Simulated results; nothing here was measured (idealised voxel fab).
process module | voxel capacitor over wiring
cross-section cut | 270 nm wide | cells 5 nm
A cross-section is a grid of square cells, given in bands from the top down. A band is one or more rows of cells.
Each band's line starts with the height of the band's top and of its bottom, in nm. Then come its materials from left to right, each with its width in nm. One material with "throughout" fills the band from edge to edge. "air" is empty space.
Height 0 is the level under which the wafer as received is all one material. The lowest band goes on downwards, as in "0 down".
A width such as "30 to 40" changes by the same amount from each row of cells to the next, from the band's top row to its bottom row.
"no change" after a step means that no cell of the cross-section changed.
closed voids: empty space of 8 cells or more with no open way to the top, each as width x height at its distance from the left edge, in nm
after a step's settings: what the simulator itself notes on the step
overlay nm, on a step with a mask: how far to the right of its planned place the mask lay; to the left if negative
plan
1 op RECEIVE | material Si
2 op CONFORMAL_DEP | material SiO2 | thk nm 15
3 op CONFORMAL_DEP | material SiN | thk nm 5
4 op DIRECTIONAL_DEP | material lowk | thk nm 20
5 op DIRECTIONAL_DEP | material aC | thk nm 10
6 op PATTERN | tone open | mask id METAL_1 | material resist | width nm 20 | pitch nm 75 | thk nm 30 | overlay nm 0
7 op DIRECTIONAL_ETCH | etch materials aC | depth nm 10
8 op STRIP | etch materials resist
9 op DIRECTIONAL_ETCH | etch materials lowk | depth nm 20
10 op DIRECTIONAL_ETCH | etch materials SiN | depth nm 5
11 op STRIP | etch materials aC
12 op CONFORMAL_DEP | material TiN | thk nm 5
13 op FILL_DEP | material W | thk nm 10
14 op CMP | height nm 40
15 op EPI | material Ru | thk nm 5
16 op FILL_DEP | material SiCN | thk nm 5
17 op DIRECTIONAL_DEP | material lowk | thk nm 20
18 op DIRECTIONAL_DEP | material aC | thk nm 15
19 op PATTERN | tone open | mask id PLUG_1 | material resist | width nm 15 | thk nm 35 | overlay nm 0
20 op DIRECTIONAL_ETCH | etch materials aC | depth nm 15
21 op STRIP | etch materials resist
22 op DIRECTIONAL_ETCH | etch materials lowk | depth nm 20
23 op DIRECTIONAL_ETCH | etch materials SiCN | depth nm 5
24 op STRIP | etch materials aC
25 op CONFORMAL_DEP | material TiN | thk nm 5
26 op FILL_DEP | material W | thk nm 10
27 op CMP | height nm 70
28 op DIRECTIONAL_DEP | material TiN | thk nm 10
29 op DIRECTIONAL_DEP | material SiN | thk nm 5
30 op DIRECTIONAL_DEP | material TiN | thk nm 5
31 op MASKED_ETCH | tone cover | mask id UPPER_PLATE | width nm 60 | etch materials TiN | depth nm 5 | overlay nm 0
32 op MASKED_ETCH | tone cover | mask id UPPER_PLATE | width nm 60 | etch materials SiN | depth nm 5 | overlay nm 0
33 op PATTERN | tone cover | mask id LOWER_PLATE | material resist | width nm 70 | thk nm 15 | overlay nm 0
34 op DIRECTIONAL_ETCH | etch materials TiN | depth nm 10
35 op STRIP | etch materials resist
36 op FILL_DEP | material SiO2 | thk nm 15
37 op CMP | height nm 100
38 op DIRECTIONAL_DEP | material aC | thk nm 10
39 op PATTERN | tone open | mask id PLUG_2 | material resist | width nm 15 | thk nm 30 | overlay nm 0
40 op DIRECTIONAL_ETCH | etch materials aC | depth nm 10
41 op STRIP | etch materials resist
42 op DIRECTIONAL_ETCH | etch materials SiO2 | depth nm 10
43 op STRIP | etch materials aC
44 op CONFORMAL_DEP | material TiN | thk nm 5
45 op FILL_DEP | material Ru | thk nm 10
46 op CMP | height nm 100
47 op CONFORMAL_DEP | material SiN | thk nm 5
first wafer, as planned
as received, after step 1
  0 down: Si throughout
  closed voids: none
after step 2
  15 to 0: SiO2 throughout
  below 0: unchanged
after step 3
  20 to 15: SiN throughout
  below 15: unchanged
after step 4
  40 to 20: lowk throughout
  below 20: unchanged
after step 5
  50 to 40: aC throughout
  below 40: unchanged
after step 6
  80 to 50: resist 85 | air 20 | resist 55 | air 20 | resist 90
  below 50: unchanged
after step 7
  70 to 50: resist 85 | air 20 | resist 55 | air 20 | resist 90
  50 to 40: aC 85 | air 20 | aC 55 | air 20 | aC 90
  below 40: unchanged
after step 8
  50 to 40: aC 85 | air 20 | aC 55 | air 20 | aC 90
  below 40: unchanged
after step 9
  50 to 40: aC 85 | air 20 | aC 55 | air 20 | aC 90
  40 to 20: lowk 85 | air 20 | lowk 55 | air 20 | lowk 90
  below 20: unchanged
after step 10
  50 to 40: aC 85 | air 20 | aC 55 | air 20 | aC 90
  40 to 20: lowk 85 | air 20 | lowk 55 | air 20 | lowk 90
  20 to 15: SiN 85 | air 20 | SiN 55 | air 20 | SiN 90
  below 15: unchanged
after step 11
  40 to 20: lowk 85 | air 20 | lowk 55 | air 20 | lowk 90
  below 20: unchanged
after step 12
  45 to 40: TiN 90 | air 10 | TiN 65 | air 10 | TiN 95
  40 to 20: lowk 85 | TiN 5 | air 10 | TiN 5 | lowk 55 | TiN 5 | air 10 | TiN 5 | lowk 90
  20 to 15: SiN 85 | TiN 20 | SiN 55 | TiN 20 | SiN 90
  below 15: unchanged
after step 13
  55 to 45: W throughout
  45 to 40: TiN 90 | W 10 | TiN 65 | W 10 | TiN 95
  40 to 20: lowk 85 | TiN 5 | W 10 | TiN 5 | lowk 55 | TiN 5 | W 10 | TiN 5 | lowk 90
  below 20: unchanged
after step 14
  40 to 20: lowk 85 | TiN 5 | W 10 | TiN 5 | lowk 55 | TiN 5 | W 10 | TiN 5 | lowk 90
  below 20: unchanged
after step 15
  45 to 40: air 80 | Ru 30 | air 45 | Ru 30 | air 85
  below 40: unchanged
after step 16
  50 to 45: SiCN throughout
  45 to 40: SiCN 80 | Ru 30 | SiCN 45 | Ru 30 | SiCN 85
  below 40: unchanged
after step 17
  70 to 50: lowk throughout
  below 50: unchanged
after step 18
  85 to 70: aC throughout
  below 70: unchanged
after step 19
  120 to 85: resist 90 | air 15 | resist 165
  below 85: unchanged
after step 20
  105 to 85: resist 90 | air 15 | resist 165
  85 to 70: aC 90 | air 15 | aC 165
  below 70: unchanged
after step 21
  85 to 70: aC 90 | air 15 | aC 165
  below 70: unchanged
after step 22
  85 to 70: aC 90 | air 15 | aC 165
  70 to 50: lowk 90 | air 15 | lowk 165
  below 50: unchanged
after step 23
  85 to 70: aC 90 | air 15 | aC 165
  70 to 50: lowk 90 | air 15 | lowk 165
  50 to 45: SiCN 90 | air 15 | SiCN 165
  below 45: unchanged
after step 24
  70 to 50: lowk 90 | air 15 | lowk 165
  below 50: unchanged
after step 25
  75 to 70: TiN 95 | air 5 | TiN 170
  70 to 50: lowk 90 | TiN 5 | air 5 | TiN 5 | lowk 165
  50 to 45: SiCN 90 | TiN 15 | SiCN 165
  below 45: unchanged
after step 26
  85 to 75: W throughout
  75 to 70: TiN 95 | W 5 | TiN 170
  70 to 50: lowk 90 | TiN 5 | W 5 | TiN 5 | lowk 165
  below 50: unchanged
after step 27
  70 to 50: lowk 90 | TiN 5 | W 5 | TiN 5 | lowk 165
  below 50: unchanged
after step 28
  80 to 70: TiN throughout
  below 70: unchanged
after step 29
  85 to 80: SiN throughout
  below 80: unchanged
after step 30
  90 to 85: TiN throughout
  below 85: unchanged
after step 31
  90 to 85: air 90 | TiN 60 | air 120
  below 85: unchanged
after step 32
  90 to 85: air 90 | TiN 60 | air 120
  85 to 80: air 90 | SiN 60 | air 120
  below 80: unchanged
after step 33
  105 to 90: air 85 | resist 70 | air 115
  90 to 85: air 85 | resist 5 | TiN 60 | resist 5 | air 115
  85 to 80: air 85 | resist 5 | SiN 60 | resist 5 | air 115
  below 80: unchanged
after step 34
  105 to 90: air 85 | resist 70 | air 115
  90 to 85: air 85 | resist 5 | TiN 60 | resist 5 | air 115
  85 to 80: air 85 | resist 5 | SiN 60 | resist 5 | air 115
  80 to 70: air 85 | TiN 70 | air 115
  below 70: unchanged
after step 35
  90 to 85: air 90 | TiN 60 | air 120
  85 to 80: air 90 | SiN 60 | air 120
  below 80: unchanged
after step 36
  105 to 90: SiO2 throughout
  90 to 85: SiO2 90 | TiN 60 | SiO2 120
  85 to 80: SiO2 90 | SiN 60 | SiO2 120
  80 to 70: SiO2 85 | TiN 70 | SiO2 115
  below 70: unchanged
after step 37
  100 to 90: SiO2 throughout
  below 90: unchanged
after step 38
  110 to 100: aC throughout
  below 100: unchanged
after step 39
  140 to 110: resist 100 | air 15 | resist 155
  below 110: unchanged
after step 40
  130 to 110: resist 100 | air 15 | resist 155
  110 to 100: aC 100 | air 15 | aC 155
  below 100: unchanged
after step 41
  110 to 100: aC 100 | air 15 | aC 155
  below 100: unchanged
after step 42
  110 to 100: aC 100 | air 15 | aC 155
  100 to 90: SiO2 100 | air 15 | SiO2 155
  below 90: unchanged
after step 43
  100 to 90: SiO2 100 | air 15 | SiO2 155
  below 90: unchanged
after step 44
  105 to 100: TiN 105 | air 5 | TiN 160
  100 to 95: SiO2 100 | TiN 5 | air 5 | TiN 5 | SiO2 155
  95 to 85: SiO2 100 to 90 | TiN 15 to 60 | SiO2 155 to 120
  below 85: unchanged
after step 45
  115 to 105: Ru throughout
  105 to 100: TiN 105 | Ru 5 | TiN 160
  100 to 95: SiO2 100 | TiN 5 | Ru 5 | TiN 5 | SiO2 155
  below 95: unchanged
after step 46
  100 to 95: SiO2 100 | TiN 5 | Ru 5 | TiN 5 | SiO2 155
  below 95: unchanged
after step 47
  105 to 100: SiN throughout
  below 100: unchanged
second wafer: like start, like plan, one mistake. Through step 30 it matches the first wafer
when step 31 should have ended
  90 to 85: air 95 | TiN 55 | air 120
  below 85: unchanged
when step 32 should have ended
  90 to 85: air 95 | TiN 55 | air 120
  85 to 80: air 90 | SiN 60 | air 120
  below 80: unchanged
when step 33 should have ended
  105 to 90: air 85 | resist 70 | air 115
  90 to 85: air 85 | resist 10 | TiN 55 | resist 5 | air 115
  85 to 80: air 85 | resist 5 | SiN 60 | resist 5 | air 115
  below 80: unchanged
when step 34 should have ended
  105 to 90: air 85 | resist 70 | air 115
  90 to 85: air 85 | resist 10 | TiN 55 | resist 5 | air 115
  85 to 80: air 85 | resist 5 | SiN 60 | resist 5 | air 115
  80 to 70: air 85 | TiN 70 | air 115
  below 70: unchanged
when step 35 should have ended
  90 to 85: air 95 | TiN 55 | air 120
  85 to 80: air 90 | SiN 60 | air 120
  below 80: unchanged
when step 36 should have ended
  105 to 90: SiO2 throughout
  90 to 85: SiO2 95 | TiN 55 | SiO2 120
  85 to 80: SiO2 90 | SiN 60 | SiO2 120
  80 to 70: SiO2 85 | TiN 70 | SiO2 115
  below 70: unchanged
when step 37 should have ended
  100 to 90: SiO2 throughout
  below 90: unchanged
when step 38 should have ended
  110 to 100: aC throughout
  below 100: unchanged
when step 39 should have ended
  140 to 110: resist 100 | air 15 | resist 155
  below 110: unchanged
when step 40 should have ended
  130 to 110: resist 100 | air 15 | resist 155
  110 to 100: aC 100 | air 15 | aC 155
  below 100: unchanged
when step 41 should have ended
  110 to 100: aC 100 | air 15 | aC 155
  below 100: unchanged
when step 42 should have ended
  110 to 100: aC 100 | air 15 | aC 155
  100 to 90: SiO2 100 | air 15 | SiO2 155
  below 90: unchanged
when step 43 should have ended
  100 to 90: SiO2 100 | air 15 | SiO2 155
  below 90: unchanged
when step 44 should have ended
  105 to 100: TiN 105 | air 5 | TiN 160
  100 to 95: SiO2 100 | TiN 5 | air 5 | TiN 5 | SiO2 155
  95 to 85: SiO2 100 to 95 | TiN 15 to 55 | SiO2 155 to 120
  below 85: unchanged
when step 45 should have ended
  115 to 105: Ru throughout
  105 to 100: TiN 105 | Ru 5 | TiN 160
  100 to 95: SiO2 100 | TiN 5 | Ru 5 | TiN 5 | SiO2 155
  below 95: unchanged
when step 46 should have ended
  100 to 95: SiO2 100 | TiN 5 | Ru 5 | TiN 5 | SiO2 155
  below 95: unchanged
when step 47 should have ended
  105 to 100: SiN throughout
  below 100: unchanged
what went wrong: step 31 ran as: op MASKED_ETCH | tone cover | mask id UPPER_PLATE | width nm 55 | etch materials TiN | depth nm 5 | overlay nm 0
at the end the second wafer has, in cells: 1 more of SiO2 | 1 fewer of TiN
